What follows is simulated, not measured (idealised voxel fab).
A process module follows: voxel local oxidation.
The cross-section shown here is cut; it is 210 nm wide and divided into square cells measuring 5 nm on a side.
Cross-section spec: square-cell grid; bands listed top down; each band is one or more rows.
Band: top and bottom heights (nm) first, top before bottom; then materials from left to right, widths in nm. "edge to edge" marks a sole material filling the band edge to edge. "air" denotes empty space.
Height datum 0, below which the as-received substrate wafer is one material. Lowest band open at the bottom, running downward: "0 and below".
Top row gets the first number, bottom row gets the second, and each row in between changes by the same step: that is how a band width like "30->40" works.
You'll sometimes find "all unchanged" written for a step, and that's the way of saying that nowhere in the cross-section did a cell change during that step.
"Closed void register": empty spaces of 8 cells or more with no open way to the top, each given as width x height at distance, distance from the left edge, all in nm.
Formally, on a step line, whatever follows the settings is a remark that the simulator itself makes on the step.
The "overlay nm" setting may appear on a step's line; for a step that uses a mask, it gives how far to the right of its planned position the mask lay, and a negative value indicates the left.

[So here's the lineup of process steps we planned]
1 op RECEIVE | material Si
2 op CONFORMAL_DEP | material SiO2 | thk nm 5
3 op CONFORMAL_DEP | material SiN | thk nm 10
4 op DIRECTIONAL_DEP | material aC | thk nm 10
5 op PATTERN | tone cover | mask id ACTIVE | material resist | width nm 125 | thk nm 25 | overlay nm 0
6 op DIRECTIONAL_ETCH | etch materials aC | depth nm 10
7 op STRIP | etch materials resist
8 op DIRECTIONAL_ETCH | etch materials SiN | depth nm 10
9 op STRIP | etch materials aC
10 op SELECTIVE_ETCH | etch materials SiO2 | depth nm 5
11 op OXIDIZE | depth nm 15
12 op STRIP | etch materials SiN

[Wafer cross-section on receipt, i.e. after step 1]
- 0 and below  Si edge to edge
- Closed void register: none

[Post-module cross-section of the first of two wafers (run per plan)]
- 5 down to 0  45 nm air  115 nm SiO2  50 nm air
- 0 down to -15  60 nm SiO2  85 nm Si  65 nm SiO2
- -15 and below  Si edge to edge
- Closed void register: none

[second wafer at the end: like start, like plan, one mistake]
- 10 down to 0  SiO2 edge to edge
- 0 and below  Si edge to edge
- Closed void register: none
Which mistake was made when the wafer was run? so step 3 ended up running with a different setting than we planned, it ran as op CONFORMAL_DEP | material SiO2 | thk nm 10
Wafer comparison, final, in cells, second relative to first, materials more or fewer: Si: 75 more; SiO2: 14 fewer
